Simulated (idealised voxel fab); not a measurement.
Documented hereafter: the process module known as voxel capacitor over wiring.
FYI the section here is cut, 140 nm wide, cells are 5 nm squares.
This document writes a cross-section as a grid whose cells are square, and gives it as bands, listed from the top down; one or more rows of cells form a band. Quick guide to a band line: top height, bottom height (nm) up front; then every material left to right with its width in nm. Only one material and it's marked "full width"? Then it fills the band edge to edge. And "air" just means empty space. Below 0: as-received wafer, all one material; heights counted from there. Lowest band: no bottom, goes on down, written "0 down". A width such as "30..40" changes by the same amount from each row of cells to the next, from the band's top row to its bottom row. Take "changes: none" at face value: in the step it is given for, the cross-section changed in none of its cells. "Enclosed void inventory" lists enclosed empty spaces (at least 8 cells, no open path upward to the top), each as width x height at distance from the left edge, in nm. Note: text after step settings on the step line = simulator remark on that step. Steps that use a mask can have "overlay nm" on their line. It says how far the mask sat to the right of where it was meant to be. Negative means to the left.
STEPS PLANNED FOR THE PROCESS
| 1 | RECEIVE with material Si |
| 2 | CONFORMAL_DEP with material SiO2, thk nm 10 |
| 3 | DIRECTIONAL_DEP with material TiN, thk nm 5 |
| 4 | DIRECTIONAL_DEP with material Ru, thk nm 25 |
| 5 | MASKED_ETCH with tone cover, mask id METAL_1, width nm 25, pitch nm 80, etch materials Ru, depth nm 25, overlay nm 0 |
| 6 | MASKED_ETCH with tone cover, mask id METAL_1, width nm 25, pitch nm 80, etch materials TiN, depth nm 5, overlay nm 0 |
| 7 | CONFORMAL_DEP with material SiN, thk nm 5 |
| 8 | FILL_DEP with material SiO2, thk nm 5 |
| 9 | CMP with height nm 40 |
| 10 | CONFORMAL_DEP with material SiCN, thk nm 5 |
| 11 | DIRECTIONAL_DEP with material lowk, thk nm 15 |
| 12 | DIRECTIONAL_DEP with material aC, thk nm 10 |
| 13 | PATTERN with tone open, mask id PLUG_1, material resist, width nm 15, thk nm 25, overlay nm 0 |
| 14 | DIRECTIONAL_ETCH with etch materials aC, depth nm 10 |
| 15 | STRIP with etch materials resist |
| 16 | DIRECTIONAL_ETCH with etch materials lowk, depth nm 15 |
| 17 | DIRECTIONAL_ETCH with etch materials SiCN, depth nm 5 |
| 18 | STRIP with etch materials aC |
| 19 | CONFORMAL_DEP with material TiN, thk nm 5 |
| 20 | FILL_DEP with material Ru, thk nm 5 |
| 21 | CMP with height nm 60 |
| 22 | DIRECTIONAL_DEP with material TiN, thk nm 5 |
| 23 | DIRECTIONAL_DEP with material Al2O3, thk nm 5 |
| 24 | DIRECTIONAL_DEP with material TiN, thk nm 10 |
| 25 | MASKED_ETCH with tone cover, mask id UPPER_PLATE, width nm 60, etch materials TiN, depth nm 10, overlay nm 0 |
| 26 | MASKED_ETCH with tone cover, mask id UPPER_PLATE, width nm 60, etch materials Al2O3, depth nm 5, overlay nm 0 |
| 27 | DIRECTIONAL_DEP with material aC, thk nm 10 |
| 28 | PATTERN with tone cover, mask id LOWER_PLATE, material resist, width nm 70, thk nm 30, overlay nm 0 |
| 29 | DIRECTIONAL_ETCH with etch materials aC, depth nm 10 |
| 30 | STRIP with etch materials resist |
| 31 | DIRECTIONAL_ETCH with etch materials TiN, depth nm 5 |
| 32 | STRIP with etch materials aC |
| 33 | FILL_DEP with material SiO2, thk nm 20 |
| 34 | CMP with height nm 95 |
| 35 | PATTERN with tone open, mask id PLUG_2, material resist, width nm 15, thk nm 15, overlay nm 0 |
| 36 | DIRECTIONAL_ETCH with etch materials SiO2, depth nm 15 |
| 37 | STRIP with etch materials resist |
| 38 | CONFORMAL_DEP with material TiN, thk nm 5 |
| 39 | FILL_DEP with material Ru, thk nm 5 |
| 40 | CMP with height nm 95 |
| 41 | CONFORMAL_DEP with material SiN, thk nm 5 |
CROSS-SECTIONAL VIEW OF THE WAFER IN ITS AS-RECEIVED CONDITION, CORRESPONDING TO THE STATE AFTER STEP 1
- 0 down  Si full width
- Enclosed void inventory: none
POST-MODULE CROSS-SECTION: IDENTICAL START AND PLAN TO THOSE ABOVE, ONE MISSTEP IN EXECUTION
- 100 to 95  SiN full width
- 95 to 85  SiO2=35 | TiN=5 | Ru=5 | TiN=5 | SiO2=90
- 85 to 80  SiO2=35 | TiN=15 | SiO2=90
- 80 to 75  SiO2 full width
- 75 to 65  SiO2=25 | TiN=60 | SiO2=55
- 65 to 60  SiO2=20 | TiN=70 | SiO2=50
- 60 to 45  lowk=25 | TiN=5 | Ru=5 | TiN=5 | lowk=100
- 45 to 40  SiCN=25 | TiN=15 | SiCN=100
- 40 to 15  SiO2=10 | SiN=5 | Ru=25 | SiN=5 | SiO2=45 | SiN=5 | Ru=25 | SiN=5 | SiO2=15
- 15 to 10  SiN=15 | TiN=25 | SiN=55 | TiN=25 | SiN=20
- 10 to 0  SiO2 full width
- 0 down  Si full width
- Enclosed void inventory: none
Want to know what went wrong? step 23 of the plan did not run at all; it was left out
